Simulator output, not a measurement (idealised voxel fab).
Herein follows the process module entitled voxel transistor to metal.
Square cells of 5 nm make up the cross-section cut, whose width is 185 nm.
In this document a cross-section is written as a grid of square cells. It is given as a series of bands, listed from the top down, and a band is one or more rows of cells. This entry defines a band. It first specifies the height of the band's top and the height of its bottom in nm, and then specifies the band's materials from left to right, stating each material with its width in nm. The word "edge to edge" identifies a single material that fills the band from edge to edge, while the word "empty" identifies empty space. We count height from 0. Below that, the starting wafer is all one material. The lowest band never ends at the bottom but goes on down; see "0 -> down" for how that is written. The width entry "30->40" should be interpreted row by row: the top row of cells in the band takes the first number, the bottom row takes the second number, and the change between adjacent rows is uniform throughout. No cell of the cross-section changed in a step that is given as "no change". If an empty space has no open way to the top and is at least 8 cells in size, "Enclosed cavity list" lists it, written width x height at distance, where distance is measured from the left edge and every value is in nm. Past the settings on a step's line: simulator remark, on that step. "overlay nm" denotes, for a step that has a mask, the displacement of the mask to the right of its planned place, with negative values corresponding to the left.
# List of planned process steps
1 RECEIVE with material Si
2 OXIDIZE with depth nm 5
3 CONFORMAL_DEP with material SiN, thk nm 10
4 DIRECTIONAL_DEP with material aC, thk nm 10
5 PATTERN with tone cover, mask id ACTIVE, material resist, width nm 105, thk nm 25, overlay nm 0
6 DIRECTIONAL_ETCH with etch materials aC, depth nm 10
7 STRIP with etch materials resist
8 DIRECTIONAL_ETCH with etch materials SiN, depth nm 10
9 DIRECTIONAL_ETCH with etch materials SiO2, depth nm 5
10 DIRECTIONAL_ETCH with etch materials Si, depth nm 35
11 STRIP with etch materials aC
12 OXIDIZE with depth nm 5
13 FILL_DEP with material SiO2, thk nm 5
14 CMP with height nm 10
15 SELECTIVE_ETCH with etch materials SiO2, depth nm 5
16 STRIP with etch materials SiN
17 SELECTIVE_ETCH with etch materials SiO2, depth nm 5
18 OXIDIZE with depth nm 5
19 DIRECTIONAL_DEP with material polySi, thk nm 30
20 DIRECTIONAL_DEP with material SiCN, thk nm 10
21 PATTERN with tone cover, mask id GATE, material resist, width nm 25, thk nm 20, overlay nm 0
22 DIRECTIONAL_ETCH with etch materials SiCN, depth nm 20
23 DIRECTIONAL_ETCH with etch materials polySi, depth nm 40
24 STRIP with etch materials resist
25 CONFORMAL_DEP with material SiO2, thk nm 5
26 DIRECTIONAL_ETCH with etch materials SiO2, depth nm 5
27 CONFORMAL_DEP with material SiN, thk nm 5
28 DIRECTIONAL_ETCH with etch materials SiN, depth nm 5
29 DIRECTIONAL_ETCH with etch materials SiO2, depth nm 5
30 DIRECTIONAL_ETCH with etch materials Si, depth nm 10
31 EPI with material nSi, thk nm 10
32 FILL_DEP with material SiO2, thk nm 10
33 CMP with height nm 35
34 DIRECTIONAL_DEP with material SiO2, thk nm 15
35 PATTERN with tone open, mask id CONTACT, material resist, width nm 20, pitch nm 75, thk nm 15, overlay nm 0
36 DIRECTIONAL_ETCH with etch materials SiO2, depth nm 60
37 STRIP with etch materials resist
38 CONFORMAL_DEP with material TiN, thk nm 5
39 FILL_DEP with material Ru, thk nm 5
40 CMP with height nm 50
41 DIRECTIONAL_DEP with material TiN, thk nm 5
42 DIRECTIONAL_DEP with material W, thk nm 15
43 DIRECTIONAL_DEP with material aC, thk nm 15
44 PATTERN with tone cover, mask id METAL_1, material resist, width nm 20, pitch nm 75, thk nm 35, overlay nm 0
45 DIRECTIONAL_ETCH with etch materials aC, depth nm 15
46 STRIP with etch materials resist
47 DIRECTIONAL_ETCH with etch materials W, depth nm 15
48 DIRECTIONAL_ETCH with etch materials TiN, depth nm 5
49 STRIP with etch materials aC
50 CONFORMAL_DEP with material SiN, thk nm 5
51 FILL_DEP with material lowk, thk nm 10
52 CMP with height nm 70
53 CONFORMAL_DEP with material SiCN, thk nm 5
54 DIRECTIONAL_DEP with material SiO2, thk nm 35
55 MASKED_ETCH with tone open, mask id METAL_2, width nm 20, pitch nm 75, etch materials SiO2, depth nm 20, overlay nm 0
56 MASKED_ETCH with tone open, mask id METAL_2_HOLES, width nm 15, pitch nm 75, etch materials SiO2, depth nm 15, overlay nm 0
57 MASKED_ETCH with tone open, mask id METAL_2_HOLES, width nm 15, pitch nm 75, etch materials SiCN, depth nm 5, overlay nm 0
58 CONFORMAL_DEP with material TiN, thk nm 5
59 FILL_DEP with material Ru, thk nm 5
60 CMP with height nm 110
61 CONFORMAL_DEP with material SiN, thk nm 5
# Cross-section of the wafer upon arrival, representing the state reached after step 1
> 0 -> down  Si edge to edge
> Enclosed cavity list: none
# first wafer at the end, as planned
> 115 -> 110  SiN edge to edge
> 110 -> 95  45 SiO2, then 5 TiN, then 10 Ru, then 5 TiN, then 55 SiO2, then 5 TiN, then 10 Ru, then 5 TiN, then 45 SiO2
> 95 -> 90  45 SiO2, then 5 TiN, then 5 Ru, then 10 TiN, then 55 SiO2, then 5 TiN, then 5 Ru, then 10 TiN, then 45 SiO2
> 90 -> 75  45 SiO2, then 5 TiN, then 5 Ru, then 5 TiN, then 60 SiO2, then 5 TiN, then 5 Ru, then 5 TiN, then 50 SiO2
> 75 -> 70  45 SiCN, then 15 TiN, then 60 SiCN, then 15 TiN, then 50 SiCN
> 70 -> 55  40 lowk, then 5 SiN, then 20 W, then 5 SiN, then 45 lowk, then 5 SiN, then 20 W, then 5 SiN, then 40 lowk
> 55 -> 50  45 SiN, then 20 TiN, then 55 SiN, then 20 TiN, then 45 SiN
> 50 -> 35  45 SiO2, then 5 TiN, then 10 Ru, then 5 TiN, then 55 SiO2, then 5 TiN, then 10 Ru, then 5 TiN, then 45 SiO2
> 35 -> 25  45 SiO2, then 5 TiN, then 10 Ru, then 5 TiN, then 5 SiO2, then 5 SiN, then 5 SiO2, then 25 SiCN, then 5 SiO2, then 5 SiN, then 5 SiO2, then 5 TiN, then 10 Ru, then 5 TiN, then 45 SiO2
> 25 -> 5  45 SiO2, then 5 TiN, then 10 Ru, then 5 TiN, then 5 SiO2, then 5 SiN, then 5 SiO2, then 25 polySi, then 5 SiO2, then 5 SiN, then 5 SiO2, then 5 TiN, then 10 Ru, then 5 TiN, then 45 SiO2
> 5 -> 0  45 SiO2, then 5 TiN, then 5 Ru, then 10 TiN, then 5 SiO2, then 5 SiN, then 5 SiO2, then 25 polySi, then 5 SiO2, then 5 SiN, then 5 SiO2, then 10 TiN, then 5 Ru, then 5 TiN, then 45 SiO2
> 0 -> -5  40 SiO2, then 5 SiN, then 5 TiN, then 5 Ru, then 5 TiN, then 10 nSi, then 5 SiN, then 5 SiO2, then 25 polySi, then 5 SiO2, then 5 SiN, then 10 nSi, then 5 TiN, then 5 Ru, then 5 TiN, then 5 SiN, then 40 SiO2
> -5 -> -10  45 SiO2, then 15 TiN, then 10 nSi, then 45 SiO2, then 10 nSi, then 15 TiN, then 45 SiO2
> -10 -> -20  45 SiO2, then 25 nSi, then 45 Si, then 25 nSi, then 45 SiO2
> -20 -> -45  45 SiO2, then 95 Si, then 45 SiO2
> -45 -> down  Si edge to edge
> Enclosed cavity list: none
# Same start, same plan as the first wafer - but one mistake in the run. Cross-section of the second of the two at the end of the module
> 115 -> 110  SiN edge to edge
> 110 -> 100  45 SiO2, then 5 TiN, then 10 Ru, then 5 TiN, then 55 SiO2, then 5 TiN, then 10 Ru, then 5 TiN, then 45 SiO2
> 100 -> 95  45 SiO2, then 5 TiN, then 5 Ru, then 10 TiN, then 55 SiO2, then 5 TiN, then 5 Ru, then 10 TiN, then 45 SiO2
> 95 -> 80  45 SiO2, then 5 TiN, then 5 Ru, then 5 TiN, then 60 SiO2, then 5 TiN, then 5 Ru, then 5 TiN, then 50 SiO2
> 80 -> 75  45 SiCN, then 15 TiN, then 60 SiCN, then 15 TiN, then 50 SiCN
> 75 -> 70  40 lowk, then 30 SiN, then 45 lowk, then 30 SiN, then 40 lowk
> 70 -> 55  40 lowk, then 5 SiN, then 20 W, then 5 SiN, then 45 lowk, then 5 SiN, then 20 W, then 5 SiN, then 40 lowk
> 55 -> 50  45 SiN, then 20 TiN, then 55 SiN, then 20 TiN, then 45 SiN
> 50 -> 35  45 SiO2, then 5 TiN, then 10 Ru, then 5 TiN, then 55 SiO2, then 5 TiN, then 10 Ru, then 5 TiN, then 45 SiO2
> 35 -> 25  45 SiO2, then 5 TiN, then 10 Ru, then 5 TiN, then 5 SiO2, then 5 SiN, then 5 SiO2, then 25 SiCN, then 5 SiO2, then 5 SiN, then 5 SiO2, then 5 TiN, then 10 Ru, then 5 TiN, then 45 SiO2
> 25 -> 5  45 SiO2, then 5 TiN, then 10 Ru, then 5 TiN, then 5 SiO2, then 5 SiN, then 5 SiO2, then 25 polySi, then 5 SiO2, then 5 SiN, then 5 SiO2, then 5 TiN, then 10 Ru, then 5 TiN, then 45 SiO2
> 5 -> 0  45 SiO2, then 5 TiN, then 5 Ru, then 10 TiN, then 5 SiO2, then 5 SiN, then 5 SiO2, then 25 polySi, then 5 SiO2, then 5 SiN, then 5 SiO2, then 10 TiN, then 5 Ru, then 5 TiN, then 45 SiO2
> 0 -> -5  40 SiO2, then 5 SiN, then 5 TiN, then 5 Ru, then 5 TiN, then 10 nSi, then 5 SiN, then 5 SiO2, then 25 polySi, then 5 SiO2, then 5 SiN, then 10 nSi, then 5 TiN, then 5 Ru, then 5 TiN, then 5 SiN, then 40 SiO2
> -5 -> -10  45 SiO2, then 15 TiN, then 10 nSi, then 45 SiO2, then 10 nSi, then 15 TiN, then 45 SiO2
> -10 -> -20  45 SiO2, then 25 nSi, then 45 Si, then 25 nSi, then 45 SiO2
> -20 -> -45  45 SiO2, then 95 Si, then 45 SiO2
> -45 -> down  Si edge to edge
> Enclosed cavity list: none
Processing error: heads up, step 52 didn't go per plan, it actually ran as CMP with height nm 75
Cell-count delta at end, second wafer over first, by material: -4 Ru, +12 SiN, -29 SiO2, -4 TiN, +25 lowk
